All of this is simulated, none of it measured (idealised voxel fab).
process module | voxel capacitor over wiring
cross-section cut | 140 nm wide | cells 5 nm
A cross-section is a grid of square cells, given in bands from the top down. A band is one or more rows of cells.
Each band's line starts with the height of the band's top and of its bottom, in nm. Then come its materials from left to right, each with its width in nm. One material with "throughout" fills the band from edge to edge. "air" is empty space.
Height 0 is the level under which the wafer as received is all one material. The lowest band goes on downwards, as in "0 down".
A width such as "30 to 40" changes by the same amount from each row of cells to the next, from the band's top row to its bottom row.
"no change" after a step means that no cell of the cross-section changed.
closed voids: empty space of 8 cells or more with no open way to the top, each as width x height at its distance from the left edge, in nm
after a step's settings: what the simulator itself notes on the step
overlay nm, on a step with a mask: how far to the right of its planned place the mask lay; to the left if negative
plan
1 op RECEIVE | material Si
2 op CONFORMAL_DEP | material SiO2 | thk nm 10
3 op CONFORMAL_DEP | material SiN | thk nm 5
4 op DIRECTIONAL_DEP | material lowk | thk nm 20
5 op MASKED_ETCH | tone open | mask id METAL_1 | width nm 20 | pitch nm 85 | etch materials lowk | depth nm 20 | overlay nm 0
6 op MASKED_ETCH | tone open | mask id METAL_1 | width nm 20 | pitch nm 85 | etch materials SiN | depth nm 5 | overlay nm 0
7 op CONFORMAL_DEP | material TiN | thk nm 5
8 op FILL_DEP | material Ru | thk nm 10
9 op CMP | height nm 35
10 op CONFORMAL_DEP | material SiCN | thk nm 5
11 op DIRECTIONAL_DEP | material SiO2 | thk nm 10
12 op MASKED_ETCH | tone open | mask id PLUG_1 | width nm 15 | etch materials SiO2 | depth nm 10 | overlay nm 0
13 op MASKED_ETCH | tone open | mask id PLUG_1 | width nm 15 | etch materials SiCN | depth nm 5 | overlay nm 0
14 op EPI | material Ru | thk nm 10
15 op EPI | material Ru | thk nm 5
16 op DIRECTIONAL_DEP | material TiN | thk nm 5
17 op DIRECTIONAL_DEP | material SiN | thk nm 5
18 op DIRECTIONAL_DEP | material TiN | thk nm 10
19 op DIRECTIONAL_DEP | material aC | thk nm 10
20 op PATTERN | tone cover | mask id UPPER_PLATE | material resist | width nm 70 | thk nm 30 | overlay nm 0
21 op DIRECTIONAL_ETCH | etch materials aC | depth nm 10
22 op STRIP | etch materials resist
23 op DIRECTIONAL_ETCH | etch materials TiN | depth nm 10
24 op DIRECTIONAL_ETCH | etch materials SiN | depth nm 5
25 op STRIP | etch materials aC
26 op DIRECTIONAL_DEP | material aC | thk nm 15
27 op PATTERN | tone cover | mask id LOWER_PLATE | material resist | width nm 80 | thk nm 35 | overlay nm 0
28 op DIRECTIONAL_ETCH | etch materials aC | depth nm 15
29 op STRIP | etch materials resist
30 op DIRECTIONAL_ETCH | etch materials TiN | depth nm 5
31 op STRIP | etch materials aC
32 op FILL_DEP | material SiO2 | thk nm 15
33 op CMP | height nm 80
34 op PATTERN | tone open | mask id PLUG_2 | material resist | width nm 15 | thk nm 15 | overlay nm 0
35 op DIRECTIONAL_ETCH | etch materials SiO2 | depth nm 10
36 op STRIP | etch materials resist
37 op CONFORMAL_DEP | material TiN | thk nm 5
38 op FILL_DEP | material Cu | thk nm 10
39 op CMP | height nm 80
40 op CONFORMAL_DEP | material SiN | thk nm 5
as received, after step 1
  0 down: Si throughout
  closed voids: none
first wafer at the end, as planned
  85 to 80: SiN throughout
  80 to 75: SiO2 30 | TiN 5 | Cu 5 | TiN 5 | SiO2 95
  75 to 70: SiO2 30 | TiN 15 | SiO2 95
  70 to 60: SiO2 20 | TiN 70 | SiO2 50
  60 to 55: SiO2 20 | SiN 70 | SiO2 50
  55 to 50: SiO2 15 | TiN 80 | SiO2 45
  50 to 40: SiO2 20 | Ru 15 | SiO2 105
  40 to 35: SiCN 20 | Ru 15 | SiCN 105
  35 to 15: lowk 15 | TiN 5 | Ru 10 | TiN 5 | lowk 65 | TiN 5 | Ru 10 | TiN 5 | lowk 20
  15 to 10: SiN 15 | TiN 20 | SiN 65 | TiN 20 | SiN 20
  10 to 0: SiO2 throughout
  0 down: Si throughout
  closed voids: none
second wafer at the end: like start, like plan, one mistake
  85 to 80: Ru throughout
  80 to 75: SiO2 30 | TiN 5 | Cu 5 | TiN 5 | SiO2 95
  75 to 70: SiO2 30 | TiN 15 | SiO2 95
  70 to 60: SiO2 20 | TiN 70 | SiO2 50
  60 to 55: SiO2 20 | SiN 70 | SiO2 50
  55 to 50: SiO2 15 | TiN 80 | SiO2 45
  50 to 40: SiO2 20 | Ru 15 | SiO2 105
  40 to 35: SiCN 20 | Ru 15 | SiCN 105
  35 to 15: lowk 15 | TiN 5 | Ru 10 | TiN 5 | lowk 65 | TiN 5 | Ru 10 | TiN 5 | lowk 20
  15 to 10: SiN 15 | TiN 20 | SiN 65 | TiN 20 | SiN 20
  10 to 0: SiO2 throughout
  0 down: Si throughout
  closed voids: none
what went wrong: step 40 ran as: op CONFORMAL_DEP | material Ru | thk nm 5
at the end the second wafer has, in cells: 28 more of Ru | 28 fewer of SiN
